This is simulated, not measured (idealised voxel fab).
voxel self aligned contacts: a process module
Section shown: cut. Width: 300 nm. Cell size: 5 nm, square.
A cross-section in this document is a grid of square cells, and it is written down as bands, the top band listed before the ones below it; a band is made up of one or more rows of cells.
In this notation a band is specified by the heights of its top and bottom, in that order and in nm, after which its materials appear from left to right, each paired with its width in nm. The word "all across" attached to a single material means that material fills the band from edge to edge; the word "blank" stands for empty space.
Measure heights from 0. That's the level where, below it, the as-received wafer is all one material. The lowest band is bottomless and extends downward; write it as in "0 down".
Note: "30..40" means the width goes from the first number (top row of the band) to the second number (bottom row) in equal steps per row of cells.
"nothing changed" -> step changed no cross-section cell.
In the "Sealed internal cavities" entry, you get each enclosed empty space of 8 cells or more, one with no open way to the top, written width x height at distance, distance from the left edge, in nm.
after a step's settings: what the simulator itself notes on the step
"overlay nm" on a masked step: distance the mask lay right of its planned place, negative for left.
# The steps planned for the process are as follows
| 1 | RECEIVE with material Si |
| 2 | OXIDIZE with depth nm 5 |
| 3 | DIRECTIONAL_DEP with material polySi, thk nm 30 |
| 4 | DIRECTIONAL_DEP with material SiN, thk nm 20 |
| 5 | DIRECTIONAL_DEP with material aC, thk nm 10 |
| 6 | PATTERN with tone cover, mask id GATE, material resist, width nm 30, pitch nm 65, thk nm 30, overlay nm 0 |
| 7 | DIRECTIONAL_ETCH with etch materials aC, depth nm 10 |
| 8 | STRIP with etch materials resist |
| 9 | DIRECTIONAL_ETCH with etch materials SiN, depth nm 20 |
| 10 | DIRECTIONAL_ETCH with etch materials polySi, depth nm 30 |
| 11 | STRIP with etch materials aC |
| 12 | CONFORMAL_DEP with material SiN, thk nm 5 |
| 13 | DIRECTIONAL_ETCH with etch materials SiN, depth nm 5 |
| 14 | FILL_DEP with material SiO2, thk nm 10 |
| 15 | CMP with height nm 55 |
| 16 | MASKED_ETCH with tone open, mask id CONTACT, width nm 45, pitch nm 65, etch materials SiO2, depth nm 60, overlay nm 0 |
| 17 | CONFORMAL_DEP with material TiN, thk nm 5 |
| 18 | FILL_DEP with material Ru, thk nm 10 |
| 19 | CMP with height nm 55 |
| 20 | CONFORMAL_DEP with material SiN, thk nm 5 |
# Account of the first of two wafers, which was processed as intended
# This is the cross-section of the wafer as we received it, i.e. after step 1
  0 down: Si all across
  Sealed internal cavities: none
# Upon completion of step 2, the wafer appears in cross-section as shown
  0 to -5: SiO2 all across
  Anything lower than -5 is untouched.
# Upon completion of step 3, the wafer appears in cross-section as shown
  30 to 0: polySi all across
  Anything lower than 0 is untouched.
# Upon completion of step 4, the wafer appears in cross-section as shown
  50 to 30: SiN all across
  Anything lower than 30 is untouched.
# Upon completion of step 5, the wafer appears in cross-section as shown
  60 to 50: aC all across
  Anything lower than 50 is untouched.
# Upon completion of step 6, the wafer appears in cross-section as shown
  90 to 60: blank 70 | resist 30 | blank 35 | resist 30 | blank 35 | resist 30 | blank 70
  Anything lower than 60 is untouched.
# Upon completion of step 7, the wafer appears in cross-section as shown
  80 to 60: blank 70 | resist 30 | blank 35 | resist 30 | blank 35 | resist 30 | blank 70
  60 to 50: blank 70 | aC 30 | blank 35 | aC 30 | blank 35 | aC 30 | blank 70
  Anything lower than 50 is untouched.
# Upon completion of step 8, the wafer appears in cross-section as shown
  60 to 50: blank 70 | aC 30 | blank 35 | aC 30 | blank 35 | aC 30 | blank 70
  Anything lower than 50 is untouched.
# Upon completion of step 9, the wafer appears in cross-section as shown
  60 to 50: blank 70 | aC 30 | blank 35 | aC 30 | blank 35 | aC 30 | blank 70
  50 to 30: blank 70 | SiN 30 | blank 35 | SiN 30 | blank 35 | SiN 30 | blank 70
  Anything lower than 30 is untouched.
# Upon completion of step 10, the wafer appears in cross-section as shown
  60 to 50: blank 70 | aC 30 | blank 35 | aC 30 | blank 35 | aC 30 | blank 70
  50 to 30: blank 70 | SiN 30 | blank 35 | SiN 30 | blank 35 | SiN 30 | blank 70
  30 to 0: blank 70 | polySi 30 | blank 35 | polySi 30 | blank 35 | polySi 30 | blank 70
  Anything lower than 0 is untouched.
# Upon completion of step 11, the wafer appears in cross-section as shown
  50 to 30: blank 70 | SiN 30 | blank 35 | SiN 30 | blank 35 | SiN 30 | blank 70
  Anything lower than 30 is untouched.
# Upon completion of step 12, the wafer appears in cross-section as shown
  55 to 30: blank 65 | SiN 40 | blank 25 | SiN 40 | blank 25 | SiN 40 | blank 65
  30 to 5: blank 65 | SiN 5 | polySi 30 | SiN 5 | blank 25 | SiN 5 | polySi 30 | SiN 5 | blank 25 | SiN 5 | polySi 30 | SiN 5 | blank 65
  5 to 0: SiN 70 | polySi 30 | SiN 35 | polySi 30 | SiN 35 | polySi 30 | SiN 70
  Anything lower than 0 is untouched.
# Upon completion of step 13, the wafer appears in cross-section as shown
  50 to 30: blank 65 | SiN 40 | blank 25 | SiN 40 | blank 25 | SiN 40 | blank 65
  30 to 0: blank 65 | SiN 5 | polySi 30 | SiN 5 | blank 25 | SiN 5 | polySi 30 | SiN 5 | blank 25 | SiN 5 | polySi 30 | SiN 5 | blank 65
  Anything lower than 0 is untouched.
# Upon completion of step 14, the wafer appears in cross-section as shown
  60 to 50: SiO2 all across
  50 to 30: SiO2 65 | SiN 40 | SiO2 25 | SiN 40 | SiO2 25 | SiN 40 | SiO2 65
  30 to 0: SiO2 65 | SiN 5 | polySi 30 | SiN 5 | SiO2 25 | SiN 5 | polySi 30 | SiN 5 | SiO2 25 | SiN 5 | polySi 30 | SiN 5 | SiO2 65
  Anything lower than 0 is untouched.
# Upon completion of step 15, the wafer appears in cross-section as shown
  55 to 50: SiO2 all across
  Anything lower than 50 is untouched.
# Upon completion of step 16, the wafer appears in cross-section as shown
  55 to 50: SiO2 95 | blank 45 | SiO2 20 | blank 45 | SiO2 95
  50 to 30: SiO2 65 | SiN 40 | blank 25 | SiN 40 | blank 25 | SiN 40 | SiO2 65
  30 to 0: SiO2 65 | SiN 5 | polySi 30 | SiN 5 | blank 25 | SiN 5 | polySi 30 | SiN 5 | blank 25 | SiN 5 | polySi 30 | SiN 5 | SiO2 65
  0 to -5: SiO2 105 | blank 25 | SiO2 40 | blank 25 | SiO2 105
  Anything lower than -5 is untouched.
# Upon completion of step 17, the wafer appears in cross-section as shown
  60 to 55: TiN 100 | blank 35 | TiN 30 | blank 35 | TiN 100
  55 to 50: SiO2 95 | TiN 15 | blank 15 | TiN 15 | SiO2 20 | TiN 15 | blank 15 | TiN 15 | SiO2 95
  50 to 30: SiO2 65 | SiN 40 | TiN 5 | blank 15 | TiN 5 | SiN 40 | TiN 5 | blank 15 | TiN 5 | SiN 40 | SiO2 65
  30 to 0: SiO2 65 | SiN 5 | polySi 30 | SiN 5 | TiN 5 | blank 15 | TiN 5 | SiN 5 | polySi 30 | SiN 5 | TiN 5 | blank 15 | TiN 5 | SiN 5 | polySi 30 | SiN 5 | SiO2 65
  0 to -5: SiO2 105 | TiN 25 | SiO2 40 | TiN 25 | SiO2 105
  Anything lower than -5 is untouched.
# Upon completion of step 18, the wafer appears in cross-section as shown
  70 to 60: Ru all across
  60 to 55: TiN 100 | Ru 35 | TiN 30 | Ru 35 | TiN 100
  55 to 50: SiO2 95 | TiN 15 | Ru 15 | TiN 15 | SiO2 20 | TiN 15 | Ru 15 | TiN 15 | SiO2 95
  50 to 30: SiO2 65 | SiN 40 | TiN 5 | Ru 15 | TiN 5 | SiN 40 | TiN 5 | Ru 15 | TiN 5 | SiN 40 | SiO2 65
  30 to 0: SiO2 65 | SiN 5 | polySi 30 | SiN 5 | TiN 5 | Ru 15 | TiN 5 | SiN 5 | polySi 30 | SiN 5 | TiN 5 | Ru 15 | TiN 5 | SiN 5 | polySi 30 | SiN 5 | SiO2 65
  Anything lower than 0 is untouched.
# Upon completion of step 19, the wafer appears in cross-section as shown
  55 to 50: SiO2 95 | TiN 15 | Ru 15 | TiN 15 | SiO2 20 | TiN 15 | Ru 15 | TiN 15 | SiO2 95
  Anything lower than 50 is untouched.
# Upon completion of step 20, the wafer appears in cross-section as shown
  60 to 55: SiN all across
  Anything lower than 55 is untouched.
# The second wafer was prepared from the same starting point and under the same plan as the first; its processing contained one mistake, and it remains indistinguishable from the first wafer up to and including step 3
# Second wafer profile in section, at the moment step 4 of the plan was meant to be complete
  50 to 0: polySi all across
  Anything lower than 0 is untouched.
# Second wafer profile in section, at the moment step 5 of the plan was meant to be complete
  60 to 50: aC all across
  Anything lower than 50 is untouched.
# Second wafer profile in section, at the moment step 6 of the plan was meant to be complete
  90 to 60: blank 70 | resist 30 | blank 35 | resist 30 | blank 35 | resist 30 | blank 70
  Anything lower than 60 is untouched.
# Second wafer profile in section, at the moment step 7 of the plan was meant to be complete
  80 to 60: blank 70 | resist 30 | blank 35 | resist 30 | blank 35 | resist 30 | blank 70
  60 to 50: blank 70 | aC 30 | blank 35 | aC 30 | blank 35 | aC 30 | blank 70
  Anything lower than 50 is untouched.
# Second wafer profile in section, at the moment step 8 of the plan was meant to be complete
  60 to 50: blank 70 | aC 30 | blank 35 | aC 30 | blank 35 | aC 30 | blank 70
  Anything lower than 50 is untouched.
Second wafer profile in section, at the moment step 9 of the plan was meant to be complete: nothing changed
# Second wafer profile in section, at the moment step 10 of the plan was meant to be complete
  60 to 50: blank 70 | aC 30 | blank 35 | aC 30 | blank 35 | aC 30 | blank 70
  50 to 20: blank 70 | polySi 30 | blank 35 | polySi 30 | blank 35 | polySi 30 | blank 70
  Anything lower than 20 is untouched.
# Second wafer profile in section, at the moment step 11 of the plan was meant to be complete
  50 to 20: blank 70 | polySi 30 | blank 35 | polySi 30 | blank 35 | polySi 30 | blank 70
  Anything lower than 20 is untouched.
# Second wafer profile in section, at the moment step 12 of the plan was meant to be complete
  55 to 50: blank 65 | SiN 40 | blank 25 | SiN 40 | blank 25 | SiN 40 | blank 65
  50 to 25: blank 65 | SiN 5 | polySi 30 | SiN 5 | blank 25 | SiN 5 | polySi 30 | SiN 5 | blank 25 | SiN 5 | polySi 30 | SiN 5 | blank 65
  25 to 20: SiN 70 | polySi 30 | SiN 35 | polySi 30 | SiN 35 | polySi 30 | SiN 70
  Anything lower than 20 is untouched.
# Second wafer profile in section, at the moment step 13 of the plan was meant to be complete
  50 to 20: blank 65 | SiN 5 | polySi 30 | SiN 5 | blank 25 | SiN 5 | polySi 30 | SiN 5 | blank 25 | SiN 5 | polySi 30 | SiN 5 | blank 65
  Anything lower than 20 is untouched.
# Second wafer profile in section, at the moment step 14 of the plan was meant to be complete
  60 to 50: SiO2 all across
  50 to 20: SiO2 65 | SiN 5 | polySi 30 | SiN 5 | SiO2 25 | SiN 5 | polySi 30 | SiN 5 | SiO2 25 | SiN 5 | polySi 30 | SiN 5 | SiO2 65
  Anything lower than 20 is untouched.
# Second wafer profile in section, at the moment step 15 of the plan was meant to be complete
  55 to 50: SiO2 all across
  Anything lower than 50 is untouched.
# Second wafer profile in section, at the moment step 16 of the plan was meant to be complete
  55 to 50: SiO2 95 | blank 45 | SiO2 20 | blank 45 | SiO2 95
  50 to 20: SiO2 65 | SiN 5 | polySi 30 | SiN 5 | blank 25 | SiN 5 | polySi 30 | SiN 5 | blank 25 | SiN 5 | polySi 30 | SiN 5 | SiO2 65
  Anything lower than 20 is untouched.
# Second wafer profile in section, at the moment step 17 of the plan was meant to be complete
  60 to 55: TiN 100 | blank 35 | TiN 30 | blank 35 | TiN 100
  55 to 50: SiO2 95 | TiN 15 | blank 15 | TiN 15 | SiO2 20 | TiN 15 | blank 15 | TiN 15 | SiO2 95
  50 to 25: SiO2 65 | SiN 5 | polySi 30 | SiN 5 | TiN 5 | blank 15 | TiN 5 | SiN 5 | polySi 30 | SiN 5 | TiN 5 | blank 15 | TiN 5 | SiN 5 | polySi 30 | SiN 5 | SiO2 65
  25 to 20: SiO2 65 | SiN 5 | polySi 30 | SiN 5 | TiN 25 | SiN 5 | polySi 30 | SiN 5 | TiN 25 | SiN 5 | polySi 30 | SiN 5 | SiO2 65
  Anything lower than 20 is untouched.
# Second wafer profile in section, at the moment step 18 of the plan was meant to be complete
  70 to 60: Ru all across
  60 to 55: TiN 100 | Ru 35 | TiN 30 | Ru 35 | TiN 100
  55 to 50: SiO2 95 | TiN 15 | Ru 15 | TiN 15 | SiO2 20 | TiN 15 | Ru 15 | TiN 15 | SiO2 95
  50 to 25: SiO2 65 | SiN 5 | polySi 30 | SiN 5 | TiN 5 | Ru 15 | TiN 5 | SiN 5 | polySi 30 | SiN 5 | TiN 5 | Ru 15 | TiN 5 | SiN 5 | polySi 30 | SiN 5 | SiO2 65
  Anything lower than 25 is untouched.
# Second wafer profile in section, at the moment step 19 of the plan was meant to be complete
  55 to 50: SiO2 95 | TiN 15 | Ru 15 | TiN 15 | SiO2 20 | TiN 15 | Ru 15 | TiN 15 | SiO2 95
  Anything lower than 50 is untouched.
# Second wafer profile in section, at the moment step 20 of the plan was meant to be complete
  60 to 55: SiN all across
  Anything lower than 55 is untouched.
What was the processing mistake? step 4 ran as: DIRECTIONAL_DEP with material polySi, thk nm 20
At the finish, the second wafer shows more or fewer cells for some materials than the first does: 30 fewer of Ru, 96 fewer of SiN, 94 fewer of SiO2, 20 fewer of TiN, 240 more of polySi
